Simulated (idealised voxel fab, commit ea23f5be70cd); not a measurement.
process module | voxel capacitor over wiring
cross-section cut | 250 nm wide | cells 5 nm
A cross-section is a grid of square cells, given in bands from the top down. A band is one or more rows of cells.
Each band's line starts with the height of the band's top and of its bottom, in nm. Then come its materials from left to right, each with its width in nm. One material with "throughout" fills the band from edge to edge. "air" is empty space.
Height 0 is the level under which the wafer as received is all one material. The lowest band goes on downwards, as in "0 down".
A width such as "30 to 40" changes by the same amount from each row of cells to the next, from the band's top row to its bottom row.
"no change" after a step means that no cell of the cross-section changed.
closed voids: empty space of 8 cells or more with no open way to the top, each as width x height at its distance from the left edge, in nm
after a step's settings: what the simulator itself notes on the step
overlay nm, on a step with a mask: how far to the right of its planned place the mask lay; to the left if negative
plan
1 op RECEIVE | material Si
2 op CONFORMAL_DEP | material SiO2 | thk nm 15
3 op DIRECTIONAL_DEP | material TiN | thk nm 5
4 op DIRECTIONAL_DEP | material W | thk nm 15
5 op MASKED_ETCH | tone cover | mask id METAL_1 | width nm 25 | pitch nm 75 | etch materials W | depth nm 15 | overlay nm 0
6 op MASKED_ETCH | tone cover | mask id METAL_1 | width nm 25 | pitch nm 75 | etch materials TiN | depth nm 5 | overlay nm 0
7 op FILL_DEP | material lowk | thk nm 10
8 op CMP | height nm 35
9 op CONFORMAL_DEP | material SiCN | thk nm 5
10 op DIRECTIONAL_DEP | material SiO2 | thk nm 15
11 op DIRECTIONAL_DEP | material aC | thk nm 15
12 op PATTERN | tone open | mask id PLUG_1 | material resist | width nm 15 | thk nm 30 | overlay nm 0
13 op DIRECTIONAL_ETCH | etch materials aC | depth nm 15
14 op STRIP | etch materials resist
15 op DIRECTIONAL_ETCH | etch materials SiO2 | depth nm 15
16 op DIRECTIONAL_ETCH | etch materials SiCN | depth nm 5
17 op STRIP | etch materials aC
18 op CONFORMAL_DEP | material TiN | thk nm 5
19 op FILL_DEP | material Cu | thk nm 10
20 op CMP | height nm 55
21 op DIRECTIONAL_DEP | material TiN | thk nm 5
22 op DIRECTIONAL_DEP | material Al2O3 | thk nm 5
23 op DIRECTIONAL_DEP | material TiN | thk nm 10
24 op DIRECTIONAL_DEP | material aC | thk nm 10
25 op PATTERN | tone cover | mask id UPPER_PLATE | material resist | width nm 55 | thk nm 30 | overlay nm 0
26 op DIRECTIONAL_ETCH | etch materials aC | depth nm 10
27 op STRIP | etch materials resist
28 op DIRECTIONAL_ETCH | etch materials TiN | depth nm 10
29 op DIRECTIONAL_ETCH | etch materials Al2O3 | depth nm 5
30 op STRIP | etch materials aC
31 op DIRECTIONAL_DEP | material aC | thk nm 15
32 op PATTERN | tone cover | mask id LOWER_PLATE | material resist | width nm 65 | thk nm 30 | overlay nm 0
33 op DIRECTIONAL_ETCH | etch materials aC | depth nm 15
34 op STRIP | etch materials resist
35 op DIRECTIONAL_ETCH | etch materials TiN | depth nm 5
36 op STRIP | etch materials aC
37 op FILL_DEP | material SiO2 | thk nm 20
38 op CMP | height nm 90
39 op DIRECTIONAL_DEP | material aC | thk nm 10
40 op PATTERN | tone open | mask id PLUG_2 | material resist | width nm 15 | thk nm 30 | overlay nm 0
41 op DIRECTIONAL_ETCH | etch materials aC | depth nm 10
42 op STRIP | etch materials resist
43 op DIRECTIONAL_ETCH | etch materials SiO2 | depth nm 15
44 op STRIP | etch materials aC
45 op CONFORMAL_DEP | material TiN | thk nm 5
46 op FILL_DEP | material W | thk nm 5
47 op CMP | height nm 90
48 op CONFORMAL_DEP | material SiCN | thk nm 5
varied across the wafers: width nm of step 12. The plan shows the first wafer's value. All wafers start alike
first wafer as received, after step 1
  0 down: Si throughout
  closed voids: none
first wafer at the end, after step 48
  95 to 90: SiCN throughout
  90 to 80: SiO2 95 | TiN 5 | W 5 | TiN 5 | SiO2 140
  80 to 75: SiO2 95 | TiN 15 | SiO2 140
  75 to 65: SiO2 85 | TiN 55 | SiO2 110
  65 to 60: SiO2 85 | Al2O3 55 | SiO2 110
  60 to 55: SiO2 80 | TiN 65 | SiO2 105
  55 to 40: SiO2 85 | TiN 5 | Cu 5 | TiN 5 | SiO2 150
  40 to 35: SiCN 85 | TiN 15 | SiCN 150
  35 to 20: lowk 75 | W 25 | lowk 50 | W 25 | lowk 75
  20 to 15: lowk 75 | TiN 25 | lowk 50 | TiN 25 | lowk 75
  15 to 0: SiO2 throughout
  0 down: Si throughout
  closed voids: none
last wafer at the end
  95 to 90: SiCN throughout
  90 to 80: SiO2 95 | TiN 5 | W 5 | TiN 5 | SiO2 140
  80 to 75: SiO2 95 | TiN 15 | SiO2 140
  75 to 65: SiO2 85 | TiN 55 | SiO2 110
  65 to 60: SiO2 85 | Al2O3 55 | SiO2 110
  60 to 55: SiO2 80 | TiN 65 | SiO2 105
  55 to 40: SiO2 80 | TiN 5 | Cu 20 | TiN 5 | SiO2 140
  40 to 35: SiCN 80 | TiN 30 | SiCN 140
  35 to 20: lowk 75 | W 25 | lowk 50 | W 25 | lowk 75
  20 to 15: lowk 75 | TiN 25 | lowk 50 | TiN 25 | lowk 75
  15 to 0: SiO2 throughout
  0 down: Si throughout
  closed voids: none
each wafer at the end: cells of each material gained (+) or lost (-) since it was received, then its closed voids
width nm 15 | +11 Al2O3 | +3 Cu | +97 SiCN | +586 SiO2 | +61 TiN | +32 W | +160 lowk | closed voids: none
width nm 20 | +11 Al2O3 | +6 Cu | +96 SiCN | +583 SiO2 | +62 TiN | +32 W | +160 lowk | closed voids: none
width nm 25 | +11 Al2O3 | +9 Cu | +95 SiCN | +580 SiO2 | +63 TiN | +32 W | +160 lowk | closed voids: none
width nm 30 | +11 Al2O3 | +12 Cu | +94 SiCN | +577 SiO2 | +64 TiN | +32 W | +160 lowk | closed voids: none
